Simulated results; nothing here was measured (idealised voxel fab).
Process module name: voxel ribs on slabs
It is cross-section cut that appears here, measuring 275 nm in width, its square cells being 5 nm in size.
How to read a cross-section here: the picture is a grid of square cells, written as bands going from the top down, and any band can span one or more rows of cells. Top height, bottom height, nm. Materials left to right, width each, nm. Single material + "throughout" = fills band edge to edge. "air" = empty. Measure heights from 0. That's the level where, below it, the as-received wafer is all one material. The lowest band is bottomless and extends downward; write it as in "z 0 and below". A width such as "30..40" changes by the same amount from each row of cells to the next, from the band's top row to its bottom row. "stayed the same" for a step: no cell of the cross-section changed in that step. Empty spaces counting at least 8 cells and having no open way to the top are listed in "Closed cavities". The notation width x height at distance is used for each, the distance being from the left edge and all three values in nm. Text after the settings on a step's line: the simulator's own remark on that step. overlay nm: mask right of planned place by this much (step with mask). Neg. = left.

[Steps in the process plan]
- 1: RECEIVE | material Si
- 2: DIRECTIONAL_DEP | material SiO2 | thk nm 25
- 3: DIRECTIONAL_DEP | material SiN | thk nm 15
- 4: MASKED_ETCH | tone cover | mask id RIB | width nm 15 | etch materials SiN | depth nm 10 | overlay nm 0
- 5: PATTERN | tone cover | mask id SLAB | material resist | width nm 55 | thk nm 20 | overlay nm 0
- 6: DIRECTIONAL_ETCH | etch materials SiN | depth nm 5
- 7: STRIP | etch materials resist
- 8: FILL_DEP | material SiO2 | thk nm 15
- 9: CMP | height nm 50
- 10: DIRECTIONAL_DEP | material TiN | thk nm 10
- 11: PATTERN | tone cover | mask id HEATER | material resist | width nm 25 | thk nm 15 | overlay nm 0
- 12: DIRECTIONAL_ETCH | etch materials TiN | depth nm 10
- 13: STRIP | etch materials resist
- 14: CONFORMAL_DEP | material SiN | thk nm 5

[Shown in cross-section is the wafer as received, that is, as it stands after step 1]
> z 0 and below = Si throughout
> Closed cavities: none

[Here's the wafer cut in cross-section after the module, started and planned just like above, except one thing was done wrong in the run]
> z 65 to 60 = air=120  SiN=35  air=120
> z 60 to 55 = air=120  SiN=5  TiN=25  SiN=5  air=120
> z 55 to 50 = SiN=125  TiN=25  SiN=125
> z 50 to 25 = SiN throughout
> z 25 to 0 = SiO2 throughout
> z 0 and below = Si throughout
> Closed cavities: none
Which mistake was made when the wafer was run? step 8 did not happen as planned, as run it was FILL_DEP | material SiN | thk nm 15
